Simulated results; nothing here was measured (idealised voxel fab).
Process module, titled voxel transistor to metal
It is cross-section cut that appears here, measuring 215 nm in width, its square cells being 5 nm in size.
A cross-section in this document is a grid of square cells, and it is written down as bands, the top band listed before the ones below it; a band is made up of one or more rows of cells.
A band entry consists of two parts. The first gives the height of the band's top and the height of its bottom, in nm. The rest lists the band's materials from left to right, each with its width in nm. A single material labelled with the word "full width" fills the band from edge to edge, and the word "air" marks empty space.
Height datum 0, below which the as-received substrate wafer is one material. Lowest band open at the bottom, running downward: "z 0 and below".
Top row gets the first number, bottom row gets the second, and each row in between changes by the same step: that is how a band width like "30..40" works.
"no modification", as given for a step, is the statement that not any cell of the cross-section underwent a change during that step.
Look at "Non-vented voids" for the closed voids: empty spaces with no open path to the top, sized 8 cells or up. Each is width x height at distance, distance from the left edge, all nm.
On each step's line, the part that comes after the settings is the simulator's own comment on the step.
overlay nm: mask right of planned place by this much (step with mask). Neg. = left.
PROCESS STEPS - PLAN
1: op RECEIVE | material Si
2: op CONFORMAL_DEP | material SiO2 | thk nm 5
3: op CONFORMAL_DEP | material SiN | thk nm 15
4: op MASKED_ETCH | tone cover | mask id ACTIVE | width nm 110 | etch materials SiN | depth nm 15 | overlay nm 0
5: op MASKED_ETCH | tone cover | mask id ACTIVE | width nm 110 | etch materials SiO2 | depth nm 5 | overlay nm 0
6: op MASKED_ETCH | tone cover | mask id ACTIVE | width nm 110 | etch materials Si | depth nm 25 | overlay nm 0
7: op OXIDIZE | depth nm 5
8: op FILL_DEP | material SiO2 | thk nm 15
9: op CMP | height nm 20
10: op SELECTIVE_ETCH | etch materials SiO2 | depth nm 15
11: op STRIP | etch materials SiN
12: op SELECTIVE_ETCH | etch materials SiO2 | depth nm 5
13: op OXIDIZE | depth nm 5
14: op DIRECTIONAL_DEP | material polySi | thk nm 30
15: op DIRECTIONAL_DEP | material SiCN | thk nm 15
16: op DIRECTIONAL_DEP | material aC | thk nm 15
17: op PATTERN | tone cover | mask id GATE | material resist | width nm 30 | thk nm 30 | overlay nm 0
18: op DIRECTIONAL_ETCH | etch materials aC | depth nm 15
19: op STRIP | etch materials resist
20: op DIRECTIONAL_ETCH | etch materials SiCN | depth nm 25
21: op DIRECTIONAL_ETCH | etch materials polySi | depth nm 40
22: op STRIP | etch materials aC
23: op CONFORMAL_DEP | material SiO2 | thk nm 5
24: op DIRECTIONAL_ETCH | etch materials SiO2 | depth nm 5
25: op CONFORMAL_DEP | material SiN | thk nm 5
26: op DIRECTIONAL_ETCH | etch materials SiN | depth nm 5
27: op DIRECTIONAL_ETCH | etch materials SiO2 | depth nm 5
28: op DIRECTIONAL_ETCH | etch materials Si | depth nm 5
29: op EPI | material pSi | thk nm 5
30: op FILL_DEP | material SiO2 | thk nm 5
31: op CMP | height nm 30
32: op STRIP | etch materials polySi
33: op SELECTIVE_ETCH | etch materials SiO2 | depth nm 5
34: op CONFORMAL_DEP | material HfO2 | thk nm 5
35: op CONFORMAL_DEP | material TiN | thk nm 5
36: op FILL_DEP | material W | thk nm 5
37: op CMP | height nm 25
38: op DIRECTIONAL_DEP | material SiO2 | thk nm 15
39: op DIRECTIONAL_DEP | material aC | thk nm 15
40: op PATTERN | tone open | mask id CONTACT | material resist | width nm 20 | pitch nm 80 | thk nm 30 | overlay nm 0
41: op DIRECTIONAL_ETCH | etch materials aC | depth nm 15
42: op STRIP | etch materials resist
43: op DIRECTIONAL_ETCH | etch materials SiO2 | depth nm 45
44: op STRIP | etch materials aC
45: op CONFORMAL_DEP | material TiN | thk nm 5
46: op FILL_DEP | material W | thk nm 10
47: op CMP | height nm 40
48: op DIRECTIONAL_DEP | material TiN | thk nm 5
49: op DIRECTIONAL_DEP | material Ru | thk nm 20
50: op DIRECTIONAL_DEP | material aC | thk nm 10
51: op PATTERN | tone cover | mask id METAL_1 | material resist | width nm 20 | pitch nm 80 | thk nm 25 | overlay nm 0
52: op DIRECTIONAL_ETCH | etch materials aC | depth nm 10
53: op STRIP | etch materials resist
54: op DIRECTIONAL_ETCH | etch materials Ru | depth nm 20
55: op DIRECTIONAL_ETCH | etch materials TiN | depth nm 5
56: op STRIP | etch materials aC
57: op CONFORMAL_DEP | material SiCN | thk nm 5
58: op FILL_DEP | material SiO2 | thk nm 10
59: op CMP | height nm 65
60: op CONFORMAL_DEP | material SiCN | thk nm 5
WAFER AS RECEIVED: CROSS-SECTION FOLLOWING STEP 1
* z 0 and below  Si full width
* Non-vented voids: none
HERE'S THE CROSS-SECTION OF THE FIRST OF OUR TWO WAFERS AT THE END OF THE MODULE - IT RAN AS PLANNED
* z 70 to 65  SiCN full width
* z 65 to 45  SiO2 50; SiCN 5; Ru 20; SiCN 5; SiO2 50; SiCN 5; Ru 20; SiCN 5; SiO2 55
* z 45 to 40  SiCN 55; TiN 20; SiCN 60; TiN 20; SiCN 60
* z 40 to 25  SiO2 55; TiN 5; W 10; TiN 5; SiO2 60; TiN 5; W 10; TiN 5; SiO2 60
* z 25 to 5  SiO2 55; TiN 5; W 10; TiN 5; SiO2 5; SiN 5; HfO2 5; TiN 5; W 20; TiN 5; HfO2 5; SiN 5; SiO2 5; TiN 5; W 10; TiN 5; SiO2 60
* z 5 to 0  SiO2 55; TiN 5; W 10; TiN 5; SiO2 5; SiN 5; HfO2 5; TiN 30; HfO2 5; SiN 5; SiO2 5; TiN 5; W 10; TiN 5; SiO2 60
* z 0 to -5  SiO2 55; TiN 20; pSi 5; SiO2 5; HfO2 40; SiO2 5; pSi 5; TiN 20; SiO2 60
* z -5 to -10  SiO2 55; pSi 25; Si 50; pSi 25; SiO2 60
* z -10 to -30  SiO2 55; Si 100; SiO2 60
* z -30 and below  Si full width
* Non-vented voids: none
SECOND OF TWO WAFERS, MODULE COMPLETE, SECTIONED: IT SHARES THE FIRST WAFER'S START AND PLAN BUT WAS RUN WITH ONE MISTAKE
* z 70 to 65  SiCN full width
* z 65 to 45  SiO2 50; SiCN 5; Ru 25; SiCN 5; SiO2 45; SiCN 5; Ru 25; SiCN 5; SiO2 50
* z 45 to 40  SiCN 55; TiN 25; SiCN 55; TiN 25; SiCN 55
* z 40 to 25  SiO2 55; TiN 5; W 10; TiN 5; SiO2 60; TiN 5; W 10; TiN 5; SiO2 60
* z 25 to 5  SiO2 55; TiN 5; W 10; TiN 5; SiO2 5; SiN 5; HfO2 5; TiN 5; W 20; TiN 5; HfO2 5; SiN 5; SiO2 5; TiN 5; W 10; TiN 5; SiO2 60
* z 5 to 0  SiO2 55; TiN 5; W 10; TiN 5; SiO2 5; SiN 5; HfO2 5; TiN 30; HfO2 5; SiN 5; SiO2 5; TiN 5; W 10; TiN 5; SiO2 60
* z 0 to -5  SiO2 55; TiN 20; pSi 5; SiO2 5; HfO2 40; SiO2 5; pSi 5; TiN 20; SiO2 60
* z -5 to -10  SiO2 55; pSi 25; Si 50; pSi 25; SiO2 60
* z -10 to -30  SiO2 55; Si 100; SiO2 60
* z -30 and below  Si full width
* Non-vented voids: none
Processing error: step 51 did not use the planned setting and instead ran as op PATTERN | tone cover | mask id METAL_1 | material resist | width nm 25 | pitch nm 80 | thk nm 25 | overlay nm 0
It is noted that, at the conclusion of processing, the second wafer exhibits a higher or lower cell count for certain materials relative to the first: 8 more of Ru, 2 fewer of SiCN, 8 fewer of SiO2, 2 more of TiN
